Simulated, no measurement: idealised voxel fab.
process module | voxel capacitor over wiring
cross-section cut | 300 nm wide | cells 5 nm
A cross-section is a grid of square cells, given in bands from the top down. A band is one or more rows of cells.
Each band's line starts with the height of the band's top and of its bottom, in nm. Then come its materials from left to right, each with its width in nm. One material with "throughout" fills the band from edge to edge. "air" is empty space.
Height 0 is the level under which the wafer as received is all one material. The lowest band goes on downwards, as in "0 down".
A width such as "30 to 40" changes by the same amount from each row of cells to the next, from the band's top row to its bottom row.
"no change" after a step means that no cell of the cross-section changed.
closed voids: empty space of 8 cells or more with no open way to the top, each as width x height at its distance from the left edge, in nm
after a step's settings: what the simulator itself notes on the step
overlay nm, on a step with a mask: how far to the right of its planned place the mask lay; to the left if negative
plan
1 op RECEIVE | material Si
2 op CONFORMAL_DEP | material SiO2 | thk nm 10
3 op CONFORMAL_DEP | material SiN | thk nm 5
4 op DIRECTIONAL_DEP | material SiO2 | thk nm 15
5 op PATTERN | tone open | mask id METAL_1 | material resist | width nm 25 | pitch nm 90 | thk nm 20 | overlay nm 0
6 op DIRECTIONAL_ETCH | etch materials SiO2 | depth nm 15
7 op DIRECTIONAL_ETCH | etch materials SiN | depth nm 5
8 op STRIP | etch materials resist
9 op CONFORMAL_DEP | material TiN | thk nm 5
10 op FILL_DEP | material Cu | thk nm 5
11 op CMP | height nm 30
12 op CONFORMAL_DEP | material SiCN | thk nm 5
13 op DIRECTIONAL_DEP | material lowk | thk nm 10
14 op MASKED_ETCH | tone open | mask id PLUG_1 | width nm 15 | etch materials lowk | depth nm 10 | overlay nm 0
15 op MASKED_ETCH | tone open | mask id PLUG_1 | width nm 15 | etch materials SiCN | depth nm 5 | overlay nm 0
16 op EPI | material Ru | thk nm 10
17 op EPI | material Ru | thk nm 5
18 op DIRECTIONAL_DEP | material TiN | thk nm 5
19 op DIRECTIONAL_DEP | material HfO2 | thk nm 5
20 op DIRECTIONAL_DEP | material TiN | thk nm 5
21 op PATTERN | tone cover | mask id UPPER_PLATE | material resist | width nm 70 | thk nm 15 | overlay nm 0
22 op DIRECTIONAL_ETCH | etch materials TiN | depth nm 5
23 op DIRECTIONAL_ETCH | etch materials HfO2 | depth nm 5
24 op STRIP | etch materials resist
25 op MASKED_ETCH | tone cover | mask id LOWER_PLATE | width nm 80 | etch materials TiN | depth nm 5 | overlay nm 0
26 op FILL_DEP | material SiO2 | thk nm 20
27 op CMP | height nm 75
28 op MASKED_ETCH | tone open | mask id PLUG_2 | width nm 15 | etch materials SiO2 | depth nm 15 | overlay nm 0
29 op CONFORMAL_DEP | material TiN | thk nm 5
30 op FILL_DEP | material Cu | thk nm 5
31 op CMP | height nm 75
32 op CONFORMAL_DEP | material SiN | thk nm 5
as received, after step 1
  0 down: Si throughout
  closed voids: none
first wafer at the end, as planned
  80 to 75: SiN throughout
  75 to 65: SiO2 110 | TiN 5 | Cu 5 | TiN 5 | SiO2 175
  65 to 55: SiO2 110 to 100 | TiN 15 to 70 | SiO2 175 to 130
  55 to 50: SiO2 100 | HfO2 70 | SiO2 130
  50 to 45: SiO2 95 | TiN 80 | SiO2 125
  45 to 35: lowk 100 | Ru 15 | lowk 185
  35 to 30: SiCN 100 | Ru 15 | SiCN 185
  30 to 15: SiO2 90 | TiN 5 | Cu 15 | TiN 5 | SiO2 65 | TiN 5 | Cu 15 | TiN 5 | SiO2 95
  15 to 10: SiN 90 | TiN 25 | SiN 65 | TiN 25 | SiN 95
  10 to 0: SiO2 throughout
  0 down: Si throughout
  closed voids: none
second wafer at the end: like start, like plan, one mistake
  80 to 75: SiN throughout
  75 to 65: SiO2 110 | TiN 5 | Cu 5 | TiN 5 | SiO2 175
  65 to 55: SiO2 110 to 100 | TiN 15 to 70 | SiO2 175 to 130
  55 to 50: SiO2 100 | HfO2 70 | SiO2 130
  50 to 45: SiN throughout
  45 to 35: lowk 100 | Ru 15 | lowk 185
  35 to 30: SiCN 100 | Ru 15 | SiCN 185
  30 to 15: SiO2 90 | TiN 5 | Cu 15 | TiN 5 | SiO2 65 | TiN 5 | Cu 15 | TiN 5 | SiO2 95
  15 to 10: SiN 90 | TiN 25 | SiN 65 | TiN 25 | SiN 95
  10 to 0: SiO2 throughout
  0 down: Si throughout
  closed voids: none
what went wrong: step 18 ran as: op DIRECTIONAL_DEP | material SiN | thk nm 5
at the end the second wafer has, in cells: 60 more of SiN | 44 fewer of SiO2 | 16 fewer of TiN
